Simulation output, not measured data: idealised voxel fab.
Title: Process Module voxel self aligned vias
cross-section cut | 255 nm wide | cells 5 nm
For the purposes of this document, a cross-section shall be understood as a grid of square cells, specified as bands listed in top-to-bottom order, each band consisting of one or more rows of cells. Within each band entry, the heights of the top and of the bottom of the band appear first, in that order and in nm; the materials of the band then follow from left to right, each with its corresponding width in nm. The designation "edge to edge" on a single material indicates that it fills the band from edge to edge; the designation "air" indicates empty space. Zero point of the height axis is 0; under it, received wafer = one material. Lowest band: continues down indefinitely, "0 -> down". The notation "30..40" denotes a width that varies across the rows of cells in the band, beginning at the first number in the top row, finishing at the second number in the bottom row, and changing by an identical amount from each row to the next. "nothing altered", as given for a step, is the statement that not any cell of the cross-section underwent a change during that step. What "Encapsulated voids" gives you is every empty space of 8 cells or more that is cut off from the top. Each appears as width x height at distance, with the distance taken from the left edge and width, height and distance all in nm. That trailing text on a step's line, after the settings, is the simulator's own remark on the step. "overlay nm", when on a step's line for a step with a mask, measures how far to the right of its planned place the mask lay; a negative measure means to the left.
Planned process steps
1 RECEIVE with material Si
2 CONFORMAL_DEP with material SiO2, thk nm 10
3 CONFORMAL_DEP with material SiCN, thk nm 5
4 DIRECTIONAL_DEP with material SiO2, thk nm 20
5 DIRECTIONAL_DEP with material aC, thk nm 15
6 PATTERN with tone open, mask id LINES, material resist, width nm 30, pitch nm 55, thk nm 35, overlay nm -15
7 DIRECTIONAL_ETCH with etch materials aC, depth nm 15
8 STRIP with etch materials resist
9 DIRECTIONAL_ETCH with etch materials SiO2, depth nm 20
10 STRIP with etch materials aC
11 CONFORMAL_DEP with material TiN, thk nm 5
12 FILL_DEP with material Ru, thk nm 5
13 CMP with height nm 35
14 SELECTIVE_ETCH with etch materials W Ru TiN, depth nm 5
15 FILL_DEP with material SiN, thk nm 10
16 CMP with height nm 35
17 DIRECTIONAL_DEP with material SiO2, thk nm 20
18 PATTERN with tone open, mask id VIAS, material resist, width nm 40, pitch nm 110, thk nm 20, overlay nm 0
19 DIRECTIONAL_ETCH with etch materials SiO2, depth nm 20
20 DIRECTIONAL_ETCH with etch materials SiN, depth nm 5
21 STRIP with etch materials resist
22 CONFORMAL_DEP with material TiN, thk nm 5
23 FILL_DEP with material W, thk nm 5
24 CMP with height nm 55
25 CONFORMAL_DEP with material SiCN, thk nm 5
Be aware that, although all wafers share a common starting state, the overlay nm at step 6 differs among them, and the plan displays the first wafer's value.
Received wafers, first of several: cross-section after step 1
> 0 -> down = Si edge to edge
> Encapsulated voids: none
Wafer cross-section (first of several) - module end, post step 25 (last step)
> 60 -> 55 = SiCN edge to edge
> 55 -> 40 = 50 SiO2 | 5 TiN | 30 W | 5 TiN | 70 SiO2 | 5 TiN | 30 W | 5 TiN | 55 SiO2
> 40 -> 35 = 50 SiO2 | 5 TiN | 10 W | 25 TiN | 70 SiO2 | 5 TiN | 10 W | 25 TiN | 55 SiO2
> 35 -> 30 = 40 SiO2 | 10 SiN | 20 TiN | 25 SiO2 | 30 SiN | 25 SiO2 | 10 SiN | 20 TiN | 75 SiO2
> 30 -> 20 = 40 SiO2 | 5 TiN | 20 Ru | 5 TiN | 25 SiO2 | 5 TiN | 20 Ru | 5 TiN | 25 SiO2 | 5 TiN | 20 Ru | 5 TiN | 75 SiO2
> 20 -> 15 = 40 SiO2 | 30 TiN | 25 SiO2 | 30 TiN | 25 SiO2 | 30 TiN | 75 SiO2
> 15 -> 10 = SiCN edge to edge
> 10 -> 0 = SiO2 edge to edge
> 0 -> down = Si edge to edge
> Encapsulated voids: none
A cross-section through the last wafer at the close of the module
> 60 -> 55 = SiCN edge to edge
> 55 -> 40 = 50 SiO2 | 5 TiN | 30 W | 5 TiN | 70 SiO2 | 5 TiN | 30 W | 5 TiN | 55 SiO2
> 40 -> 35 = 50 SiO2 | 25 TiN | 10 W | 5 TiN | 70 SiO2 | 25 TiN | 10 W | 5 TiN | 55 SiO2
> 35 -> 30 = 70 SiO2 | 20 TiN | 10 SiN | 25 SiO2 | 30 SiN | 25 SiO2 | 20 TiN | 10 SiN | 45 SiO2
> 30 -> 20 = 70 SiO2 | 5 TiN | 20 Ru | 5 TiN | 25 SiO2 | 5 TiN | 20 Ru | 5 TiN | 25 SiO2 | 5 TiN | 20 Ru | 5 TiN | 45 SiO2
> 20 -> 15 = 70 SiO2 | 30 TiN | 25 SiO2 | 30 TiN | 25 SiO2 | 30 TiN | 45 SiO2
> 15 -> 10 = SiCN edge to edge
> 10 -> 0 = SiO2 edge to edge
> 0 -> down = Si edge to edge
> Encapsulated voids: none
Where each wafer stands at the end of the module, a row apiece: cells of each material gained (+) or lost (-) since it was received, then closed voids
overlay nm -15, +24 Ru, +102 SiCN, +10 SiN, +374 SiO2, +62 TiN, +40 W, Encapsulated voids: none
overlay nm -10, +24 Ru, +102 SiCN, +8 SiN, +374 SiO2, +62 TiN, +42 W, Encapsulated voids: none
overlay nm -5, +24 Ru, +102 SiCN, +6 SiN, +374 SiO2, +62 TiN, +44 W, Encapsulated voids: none
overlay nm 0, +24 Ru, +102 SiCN, +6 SiN, +374 SiO2, +62 TiN, +44 W, Encapsulated voids: none
overlay nm 5, +24 Ru, +102 SiCN, +6 SiN, +374 SiO2, +62 TiN, +44 W, Encapsulated voids: none
overlay nm 10, +24 Ru, +102 SiCN, +8 SiN, +374 SiO2, +62 TiN, +42 W, Encapsulated voids: none
overlay nm 15, +24 Ru, +102 SiCN, +10 SiN, +374 SiO2, +62 TiN, +40 W, Encapsulated voids: none
